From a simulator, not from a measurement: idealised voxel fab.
You're looking at the process module voxel air gaps.
Square cells of 5 nm make up the cross-section cut, whose width is 215 nm.
Cross-section layout: square cells on a grid; listed as bands, top to bottom; a band spans one or more cell rows.
Heads up on the band format: heights come first, top then bottom, in nm. After that it's the materials left to right, each with its width in nm. A single material flagged "edge to edge" fills the whole band edge to edge, and "air" means there's empty space there.
It should be noted that heights are counted from 0, beneath which the wafer as supplied is of one material throughout, and that the lowest band possesses no lower boundary but continues downward, as written in "top 0, no bottom".
Width spec "30..40" -> top row of cells at first value, bottom row at second value, equal per-row change in between.
You'll sometimes find "nothing got changed" written for a step, and that's the way of saying that nowhere in the cross-section did a cell change during that step.
For the entry "Sealed void list", the listed items are empty spaces with no open way to the top whose size is 8 cells or more; each item follows the pattern width x height at distance, where distance is from the left edge and all three are in nm.
Heads up: the bit after the settings on a step's line is the simulator's remark on that step.
What "overlay nm" on a step's line means: if the step has a mask, that mask lay this far to the right of its planned place, or, when the value is negative, to the left.

[The following list gives the planned process steps]
1 RECEIVE: material Si
2 CONFORMAL_DEP: material SiO2, thk nm 15
3 CONFORMAL_DEP: material SiN, thk nm 5
4 DIRECTIONAL_DEP: material SiO2, thk nm 40
5 MASKED_ETCH: tone open, mask id LINES, width nm 25, pitch nm 55, etch materials SiO2, depth nm 40, overlay nm 0
6 CONFORMAL_DEP: material TiN, thk nm 5
7 FILL_DEP: material Cu, thk nm 5
8 CMP: height nm 60
9 EPI: material Ru, thk nm 10
10 SELECTIVE_ETCH: etch materials SiO2, depth nm 50
11 CONFORMAL_DEP: material SiCN, thk nm 5

[As-received wafer cross-section (after step 1)]
    top 0, no bottom = Si edge to edge
    Sealed void list: none

[Starting structure and process plan are as shown above, but one mistake was made in running the module; the wafer cross-section at the end of the module follows]
    top 75, bottom 70 = SiCN edge to edge
    top 70, bottom 60 = 50 Ru; 5 SiCN; 50 Ru; 5 SiCN; 50 Ru; 5 SiCN; 50 Ru
    top 60, bottom 55 = 35 Cu; 5 TiN; 25 SiCN; 5 TiN; 20 Cu; 5 TiN; 25 SiCN; 5 TiN; 20 Cu; 5 TiN; 25 SiCN; 5 TiN; 35 Cu
    top 55, bottom 25 = 35 Cu; 5 TiN; 5 SiCN; 15 air; 5 SiCN; 5 TiN; 20 Cu; 5 TiN; 5 SiCN; 15 air; 5 SiCN; 5 TiN; 20 Cu; 5 TiN; 5 SiCN; 15 air; 5 SiCN; 5 TiN; 35 Cu
    top 25, bottom 20 = 40 TiN; 25 SiCN; 30 TiN; 25 SiCN; 30 TiN; 25 SiCN; 40 TiN
    top 20, bottom 15 = SiN edge to edge
    top 15, bottom 0 = SiO2 edge to edge
    top 0, no bottom = Si edge to edge
    Sealed void list: 15 x 30 at 45; 15 x 30 at 100; 15 x 30 at 155
Want to know what went wrong? step 5 did not happen as planned, as run it was MASKED_ETCH: tone cover, mask id LINES, width nm 25, pitch nm 55, etch materials SiO2, depth nm 40, overlay nm 0
